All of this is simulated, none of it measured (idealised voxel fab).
process module | voxel gate over fins
cross-section cut | 170 nm wide | cells 5 nm
A cross-section is a grid of square cells, given in bands from the top down. A band is one or more rows of cells.
Each band's line starts with the height of the band's top and of its bottom, in nm. Then come its materials from left to right, each with its width in nm. One material with "throughout" fills the band from edge to edge. "air" is empty space.
Height 0 is the level under which the wafer as received is all one material. The lowest band goes on downwards, as in "0 down".
A width such as "30 to 40" changes by the same amount from each row of cells to the next, from the band's top row to its bottom row.
"no change" after a step means that no cell of the cross-section changed.
closed voids: empty space of 8 cells or more with no open way to the top, each as width x height at its distance from the left edge, in nm
after a step's settings: what the simulator itself notes on the step
overlay nm, on a step with a mask: how far to the right of its planned place the mask lay; to the left if negative
plan
1 op RECEIVE | material Si
2 op CONFORMAL_DEP | material SiN | thk nm 5
3 op PATTERN | tone cover | mask id FINS | material resist | width nm 15 | pitch nm 60 | thk nm 20 | overlay nm 0
4 op DIRECTIONAL_ETCH | etch materials SiN | depth nm 5
5 op DIRECTIONAL_ETCH | etch materials Si | depth nm 40
6 op STRIP | etch materials resist
7 op OXIDIZE | depth nm 5
8 op FILL_DEP | material SiO2 | thk nm 15
9 op CMP | height nm 5
10 op DIRECTIONAL_DEP | material aC | thk nm 10
11 op PATTERN | tone open | mask id RAIL | material resist | width nm 15 | thk nm 25 | overlay nm 0
12 op DIRECTIONAL_ETCH | etch materials aC | depth nm 10
13 op STRIP | etch materials resist
14 op DIRECTIONAL_ETCH | etch materials SiO2 | depth nm 40
15 op STRIP | etch materials aC
16 op CONFORMAL_DEP | material TiN | thk nm 5
17 op FILL_DEP | material W | thk nm 10
18 op CMP | height nm 5
19 op SELECTIVE_ETCH | etch materials W Ru TiN | depth nm 20
20 op FILL_DEP | material SiO2 | thk nm 5
21 op CMP | height nm 5
22 op SELECTIVE_ETCH | etch materials SiO2 | depth nm 15
23 op STRIP | etch materials SiN
24 op CONFORMAL_DEP | material HfO2 | thk nm 5
25 op CONFORMAL_DEP | material TiN | thk nm 5
26 op FILL_DEP | material W | thk nm 15
27 op CMP | height nm 20
28 op CONFORMAL_DEP | material SiN | thk nm 10
first wafer, as planned
as received, after step 1
  0 down: Si throughout
  closed voids: none
after step 2
  5 to 0: SiN throughout
  below 0: unchanged
after step 3
  25 to 5: air 15 | resist 15 | air 45 | resist 15 | air 45 | resist 15 | air 20
  below 5: unchanged
after step 4
  25 to 5: air 15 | resist 15 | air 45 | resist 15 | air 45 | resist 15 | air 20
  5 to 0: air 15 | SiN 15 | air 45 | SiN 15 | air 45 | SiN 15 | air 20
  below 0: unchanged
after step 5
  25 to 5: air 15 | resist 15 | air 45 | resist 15 | air 45 | resist 15 | air 20
  5 to 0: air 15 | SiN 15 | air 45 | SiN 15 | air 45 | SiN 15 | air 20
  0 to -40: air 15 | Si 15 | air 45 | Si 15 | air 45 | Si 15 | air 20
  below -40: unchanged
after step 6
  5 to 0: air 15 | SiN 15 | air 45 | SiN 15 | air 45 | SiN 15 | air 20
  below 0: unchanged
after step 7
  5 to 0: air 15 | SiN 15 | air 45 | SiN 15 | air 45 | SiN 15 | air 20
  0 to -40: air 15 | SiO2 5 | Si 5 | SiO2 5 | air 45 | SiO2 5 | Si 5 | SiO2 5 | air 45 | SiO2 5 | Si 5 | SiO2 5 | air 20
  -40 to -45: SiO2 20 | Si 5 | SiO2 55 | Si 5 | SiO2 55 | Si 5 | SiO2 25
  below -45: unchanged
after step 8
  20 to 5: SiO2 throughout
  5 to 0: SiO2 15 | SiN 15 | SiO2 45 | SiN 15 | SiO2 45 | SiN 15 | SiO2 20
  0 to -45: SiO2 20 | Si 5 | SiO2 55 | Si 5 | SiO2 55 | Si 5 | SiO2 25
  below -45: unchanged
after step 9
  5 to 0: SiO2 15 | SiN 15 | SiO2 45 | SiN 15 | SiO2 45 | SiN 15 | SiO2 20
  below 0: unchanged
after step 10
  15 to 5: aC throughout
  below 5: unchanged
after step 11
  40 to 15: resist 45 | air 15 | resist 110
  below 15: unchanged
after step 12
  30 to 15: resist 45 | air 15 | resist 110
  15 to 5: aC 45 | air 15 | aC 110
  below 5: unchanged
after step 13
  15 to 5: aC 45 | air 15 | aC 110
  below 5: unchanged
after step 14
  15 to 5: aC 45 | air 15 | aC 110
  5 to 0: SiO2 15 | SiN 15 | SiO2 15 | air 15 | SiO2 15 | SiN 15 | SiO2 45 | SiN 15 | SiO2 20
  0 to -35: SiO2 20 | Si 5 | SiO2 20 | air 15 | SiO2 20 | Si 5 | SiO2 55 | Si 5 | SiO2 25
  below -35: unchanged
after step 15
  5 to 0: SiO2 15 | SiN 15 | SiO2 15 | air 15 | SiO2 15 | SiN 15 | SiO2 45 | SiN 15 | SiO2 20
  below 0: unchanged
after step 16
  10 to 5: TiN 50 | air 5 | TiN 115
  5 to 0: SiO2 15 | SiN 15 | SiO2 15 | TiN 5 | air 5 | TiN 5 | SiO2 15 | SiN 15 | SiO2 45 | SiN 15 | SiO2 20
  0 to -30: SiO2 20 | Si 5 | SiO2 20 | TiN 5 | air 5 | TiN 5 | SiO2 20 | Si 5 | SiO2 55 | Si 5 | SiO2 25
  -30 to -35: SiO2 20 | Si 5 | SiO2 20 | TiN 15 | SiO2 20 | Si 5 | SiO2 55 | Si 5 | SiO2 25
  below -35: unchanged
after step 17
  20 to 10: W throughout
  10 to 5: TiN 50 | W 5 | TiN 115
  5 to 0: SiO2 15 | SiN 15 | SiO2 15 | TiN 5 | W 5 | TiN 5 | SiO2 15 | SiN 15 | SiO2 45 | SiN 15 | SiO2 20
  0 to -30: SiO2 20 | Si 5 | SiO2 20 | TiN 5 | W 5 | TiN 5 | SiO2 20 | Si 5 | SiO2 55 | Si 5 | SiO2 25
  below -30: unchanged
after step 18
  5 to 0: SiO2 15 | SiN 15 | SiO2 15 | TiN 5 | W 5 | TiN 5 | SiO2 15 | SiN 15 | SiO2 45 | SiN 15 | SiO2 20
  below 0: unchanged
after step 19
  5 to 0: SiO2 15 | SiN 15 | SiO2 15 | air 15 | SiO2 15 | SiN 15 | SiO2 45 | SiN 15 | SiO2 20
  0 to -15: SiO2 20 | Si 5 | SiO2 20 | air 15 | SiO2 20 | Si 5 | SiO2 55 | Si 5 | SiO2 25
  below -15: unchanged
after step 20
  10 to 5: SiO2 throughout
  5 to 0: SiO2 15 | SiN 15 | SiO2 45 | SiN 15 | SiO2 45 | SiN 15 | SiO2 20
  0 to -15: SiO2 20 | Si 5 | SiO2 55 | Si 5 | SiO2 55 | Si 5 | SiO2 25
  below -15: unchanged
after step 21
  5 to 0: SiO2 15 | SiN 15 | SiO2 45 | SiN 15 | SiO2 45 | SiN 15 | SiO2 20
  below 0: unchanged
after step 22
  5 to 0: air 15 | SiN 15 | air 45 | SiN 15 | air 45 | SiN 15 | air 20
  0 to -10: air 20 | Si 5 | air 55 | Si 5 | air 55 | Si 5 | air 25
  below -10: unchanged
after step 23
  0 to -10: air 20 | Si 5 | air 55 | Si 5 | air 55 | Si 5 | air 25
  below -10: unchanged
after step 24
  5 to 0: air 15 | HfO2 15 | air 45 | HfO2 15 | air 45 | HfO2 15 | air 20
  0 to -5: air 15 | HfO2 5 | Si 5 | HfO2 5 | air 45 | HfO2 5 | Si 5 | HfO2 5 | air 45 | HfO2 5 | Si 5 | HfO2 5 | air 20
  -5 to -10: HfO2 20 | Si 5 | HfO2 55 | Si 5 | HfO2 55 | Si 5 | HfO2 25
  below -10: unchanged
after step 25
  10 to 5: air 10 | TiN 25 | air 35 | TiN 25 | air 35 | TiN 25 | air 15
  5 to 0: air 10 | TiN 5 | HfO2 15 | TiN 5 | air 35 | TiN 5 | HfO2 15 | TiN 5 | air 35 | TiN 5 | HfO2 15 | TiN 5 | air 15
  0 to -5: TiN 15 | HfO2 5 | Si 5 | HfO2 5 | TiN 45 | HfO2 5 | Si 5 | HfO2 5 | TiN 45 | HfO2 5 | Si 5 | HfO2 5 | TiN 20
  below -5: unchanged
after step 26
  25 to 10: W throughout
  10 to 5: W 10 | TiN 25 | W 35 | TiN 25 | W 35 | TiN 25 | W 15
  5 to 0: W 10 | TiN 5 | HfO2 15 | TiN 5 | W 35 | TiN 5 | HfO2 15 | TiN 5 | W 35 | TiN 5 | HfO2 15 | TiN 5 | W 15
  below 0: unchanged
after step 27
  20 to 10: W throughout
  below 10: unchanged
after step 28
  30 to 20: SiN throughout
  below 20: unchanged
second wafer: like start, like plan, one mistake. Through step 10 it matches the first wafer
when step 11 should have ended
  40 to 15: air 45 | resist 15 | air 110
  below 15: unchanged
when step 12 should have ended
  30 to 15: air 45 | resist 15 | air 110
  15 to 5: air 45 | aC 15 | air 110
  below 5: unchanged
when step 13 should have ended
  15 to 5: air 45 | aC 15 | air 110
  below 5: unchanged
when step 14 should have ended
  15 to 5: air 45 | aC 15 | air 110
  5 to 0: air 15 | SiN 15 | air 15 | SiO2 15 | air 15 | SiN 15 | air 45 | SiN 15 | air 20
  0 to -35: air 15 | SiO2 5 | Si 5 | SiO2 5 | air 15 | SiO2 15 | air 15 | SiO2 5 | Si 5 | SiO2 5 | air 45 | SiO2 5 | Si 5 | SiO2 5 | air 20
  below -35: unchanged
when step 15 should have ended
  5 to 0: air 15 | SiN 15 | air 15 | SiO2 15 | air 15 | SiN 15 | air 45 | SiN 15 | air 20
  below 0: unchanged
when step 16 should have ended
  10 to 5: air 10 | TiN 25 | air 5 | TiN 25 | air 5 | TiN 25 | air 35 | TiN 25 | air 15
  5 to 0: air 10 | TiN 5 | SiN 15 | TiN 5 | air 5 | TiN 5 | SiO2 15 | TiN 5 | air 5 | TiN 5 | SiN 15 | TiN 5 | air 35 | TiN 5 | SiN 15 | TiN 5 | air 15
  0 to -30: air 10 | TiN 5 | SiO2 5 | Si 5 | SiO2 5 | TiN 5 | air 5 | TiN 5 | SiO2 15 | TiN 5 | air 5 | TiN 5 | SiO2 5 | Si 5 | SiO2 5 | TiN 5 | air 35 | TiN 5 | SiO2 5 | Si 5 | SiO2 5 | TiN 5 | air 15
  -30 to -35: TiN 15 | SiO2 5 | Si 5 | SiO2 5 | TiN 15 | SiO2 15 | TiN 15 | SiO2 5 | Si 5 | SiO2 5 | TiN 45 | SiO2 5 | Si 5 | SiO2 5 | TiN 20
  below -35: unchanged
when step 17 should have ended
  20 to 10: W throughout
  10 to 5: W 10 | TiN 25 | W 5 | TiN 25 | W 5 | TiN 25 | W 35 | TiN 25 | W 15
  5 to 0: W 10 | TiN 5 | SiN 15 | TiN 5 | W 5 | TiN 5 | SiO2 15 | TiN 5 | W 5 | TiN 5 | SiN 15 | TiN 5 | W 35 | TiN 5 | SiN 15 | TiN 5 | W 15
  0 to -30: W 10 | TiN 5 | SiO2 5 | Si 5 | SiO2 5 | TiN 5 | W 5 | TiN 5 | SiO2 15 | TiN 5 | W 5 | TiN 5 | SiO2 5 | Si 5 | SiO2 5 | TiN 5 | W 35 | TiN 5 | SiO2 5 | Si 5 | SiO2 5 | TiN 5 | W 15
  below -30: unchanged
when step 18 should have ended
  5 to 0: W 10 | TiN 5 | SiN 15 | TiN 5 | W 5 | TiN 5 | SiO2 15 | TiN 5 | W 5 | TiN 5 | SiN 15 | TiN 5 | W 35 | TiN 5 | SiN 15 | TiN 5 | W 15
  below 0: unchanged
when step 19 should have ended
  5 to 0: air 15 | SiN 15 | air 15 | SiO2 15 | air 15 | SiN 15 | air 45 | SiN 15 | air 20
  0 to -15: air 15 | SiO2 5 | Si 5 | SiO2 5 | air 15 | SiO2 15 | air 15 | SiO2 5 | Si 5 | SiO2 5 | air 45 | SiO2 5 | Si 5 | SiO2 5 | air 20
  below -15: unchanged
when step 20 should have ended
  10 to 5: SiO2 throughout
  5 to 0: SiO2 15 | SiN 15 | SiO2 45 | SiN 15 | SiO2 45 | SiN 15 | SiO2 20
  0 to -15: SiO2 20 | Si 5 | SiO2 55 | Si 5 | SiO2 55 | Si 5 | SiO2 25
  below -15: unchanged
when step 21 should have ended
  5 to 0: SiO2 15 | SiN 15 | SiO2 45 | SiN 15 | SiO2 45 | SiN 15 | SiO2 20
  below 0: unchanged
when step 22 should have ended
  5 to 0: air 15 | SiN 15 | air 45 | SiN 15 | air 45 | SiN 15 | air 20
  0 to -10: air 20 | Si 5 | air 55 | Si 5 | air 55 | Si 5 | air 25
  below -10: unchanged
when step 23 should have ended
  0 to -10: air 20 | Si 5 | air 55 | Si 5 | air 55 | Si 5 | air 25
  below -10: unchanged
when step 24 should have ended
  5 to 0: air 15 | HfO2 15 | air 45 | HfO2 15 | air 45 | HfO2 15 | air 20
  0 to -5: air 15 | HfO2 5 | Si 5 | HfO2 5 | air 45 | HfO2 5 | Si 5 | HfO2 5 | air 45 | HfO2 5 | Si 5 | HfO2 5 | air 20
  -5 to -10: HfO2 20 | Si 5 | HfO2 55 | Si 5 | HfO2 55 | Si 5 | HfO2 25
  below -10: unchanged
when step 25 should have ended
  10 to 5: air 10 | TiN 25 | air 35 | TiN 25 | air 35 | TiN 25 | air 15
  5 to 0: air 10 | TiN 5 | HfO2 15 | TiN 5 | air 35 | TiN 5 | HfO2 15 | TiN 5 | air 35 | TiN 5 | HfO2 15 | TiN 5 | air 15
  0 to -5: TiN 15 | HfO2 5 | Si 5 | HfO2 5 | TiN 45 | HfO2 5 | Si 5 | HfO2 5 | TiN 45 | HfO2 5 | Si 5 | HfO2 5 | TiN 20
  below -5: unchanged
when step 26 should have ended
  25 to 10: W throughout
  10 to 5: W 10 | TiN 25 | W 35 | TiN 25 | W 35 | TiN 25 | W 15
  5 to 0: W 10 | TiN 5 | HfO2 15 | TiN 5 | W 35 | TiN 5 | HfO2 15 | TiN 5 | W 35 | TiN 5 | HfO2 15 | TiN 5 | W 15
  below 0: unchanged
when step 27 should have ended
  20 to 10: W throughout
  below 10: unchanged
when step 28 should have ended
  30 to 20: SiN throughout
  below 20: unchanged
what went wrong: step 11 ran as: op PATTERN | tone cover | mask id RAIL | material resist | width nm 15 | thk nm 25 | overlay nm 0
at the end the second wafer has, in cells: 76 fewer of SiO2 | 37 more of TiN | 39 more of W
